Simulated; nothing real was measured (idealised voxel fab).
Process module, titled voxel ribs on slabs
We display cut, a cross-section 300 nm in width whose square cells are each 5 nm.
A cross-section in this document is a grid of square cells, and it is written down as bands, the top band listed before the ones below it; a band is made up of one or more rows of cells. Heights first: top, then bottom, in nm. Then materials, left to right, each with a width in nm. "all across" on a single material: fills the band edge to edge. "empty": empty space. Convention: height 0 is the level below which the wafer, as received, is all one material. The lowest band does not terminate at the bottom but continues downward, represented as "0 -> down". The notation "30 to 40" denotes a width that varies across the rows of cells in the band, beginning at the first number in the top row, finishing at the second number in the bottom row, and changing by an identical amount from each row to the next. "nothing altered", as given for a step, is the statement that not any cell of the cross-section underwent a change during that step. This entry, "Entrapped void list", enumerates those empty regions of no fewer than 8 cells that possess no open connection to the top. Each region is reported in the form width x height at distance, the distance being taken from the left edge, with all three quantities expressed in nm. What comes after the settings on a step's line is commentary from the simulator itself on that step. Each step line may optionally specify "overlay nm", which for a step with a mask gives the rightward distance between the mask's planned place and where it lay, a negative value indicating the leftward direction.
**Process steps foreseen in the plan**
1) op RECEIVE | material Si
2) op DIRECTIONAL_DEP | material SiO2 | thk nm 30
3) op DIRECTIONAL_DEP | material SiN | thk nm 25
4) op MASKED_ETCH | tone cover | mask id RIB | width nm 20 | etch materials SiN | depth nm 20 | overlay nm 0
5) op MASKED_ETCH | tone cover | mask id SLAB | width nm 60 | etch materials SiN | depth nm 5 | overlay nm 0
6) op FILL_DEP | material SiO2 | thk nm 25
7) op CMP | height nm 75
8) op DIRECTIONAL_DEP | material W | thk nm 5
9) op MASKED_ETCH | tone cover | mask id HEATER | width nm 30 | etch materials W | depth nm 5 | overlay nm 0
10) op CONFORMAL_DEP | material SiO2 | thk nm 5
**Step 1 complete: cross-section of the wafer as received**
0 -> down = Si all across
Entrapped void list: none
**Wafer at module end, in section. Began as above, planned as above, run with one mistake**
80 -> 75 = empty 135, then W 30, then empty 135
75 -> 55 = SiO2 all across
55 -> 35 = SiO2 140, then SiN 20, then SiO2 140
35 -> 30 = SiO2 120, then SiN 60, then SiO2 120
30 -> 0 = SiO2 all across
0 -> down = Si all across
Entrapped void list: none
Deviation noted in wafer processing: not run: step 10 of the plan (skipped)
